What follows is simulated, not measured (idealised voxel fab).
Title: Process Module voxel ribs on slabs
Each square cell in cross-section cut measures 5 nm, and the section as a whole is 290 nm wide.
Cross-section format: a grid of square cells, given as bands from top to bottom; each band is one or more rows of cells. Top, bottom (nm), then materials left to right with widths (nm); lone material tagged "full width" fills the whole band edge to edge; "air" = empty space. Heights from 0 (as-received wafer is one material below). Bottom band endless downward, as "from 0 down". Graded width ("30->40"): value in top row of band = first number; value in bottom row = second number; row-to-row change constant. It should be understood that the words "nothing changed", when stated for a given step, signify that the cross-section underwent no change in any of its cells during that step. Voids not open to the top, 8 cells minimum: see "Cavities, closed". Written width x height at distance; distance is from the left edge; nm. Step line, after settings: the simulator's comment on this step. Regarding "overlay nm": on a step with a mask, it is the distance the mask lay to the right of its planned place; a negative value places it to the left.
Planned process steps:
1,op RECEIVE | material Si
2,op DIRECTIONAL_DEP | material SiO2 | thk nm 25
3,op DIRECTIONAL_DEP | material SiN | thk nm 20
4,op PATTERN | tone cover | mask id RIB | material resist | width nm 30 | thk nm 15 | overlay nm 0
5,op DIRECTIONAL_ETCH | etch materials SiN | depth nm 10
6,op STRIP | etch materials resist
7,op DIRECTIONAL_DEP | material aC | thk nm 15
8,op PATTERN | tone cover | mask id SLAB | material resist | width nm 60 | thk nm 30 | overlay nm 0
9,op DIRECTIONAL_ETCH | etch materials aC | depth nm 15
10,op STRIP | etch materials resist
11,op DIRECTIONAL_ETCH | etch materials SiN | depth nm 10
12,op STRIP | etch materials aC
13,op FILL_DEP | material SiO2 | thk nm 25
14,op CMP | height nm 65
15,op DIRECTIONAL_DEP | material TiN | thk nm 5
16,op PATTERN | tone cover | mask id HEATER | material resist | width nm 40 | thk nm 15 | overlay nm 0
17,op DIRECTIONAL_ETCH | etch materials TiN | depth nm 5
18,op STRIP | etch materials resist
19,op CONFORMAL_DEP | material SiO2 | thk nm 5
As received (post step 1): cross-section:
- from 0 down  Si full width
- Cavities, closed: none
Same starting wafer, same plan as above, one mistake in the execution; this is the cross-section at the end of the module:
- from 70 to 65  125 of air  40 of TiN  125 of air
- from 65 to 45  SiO2 full width
- from 45 to 35  130 of SiO2  30 of SiN  130 of SiO2
- from 35 to 25  115 of SiO2  60 of SiN  115 of SiO2
- from 25 to 0  SiO2 full width
- from 0 down  Si full width
- Cavities, closed: none
The mistake made against the process plan was this: step 19 of the plan was jumped over and never run
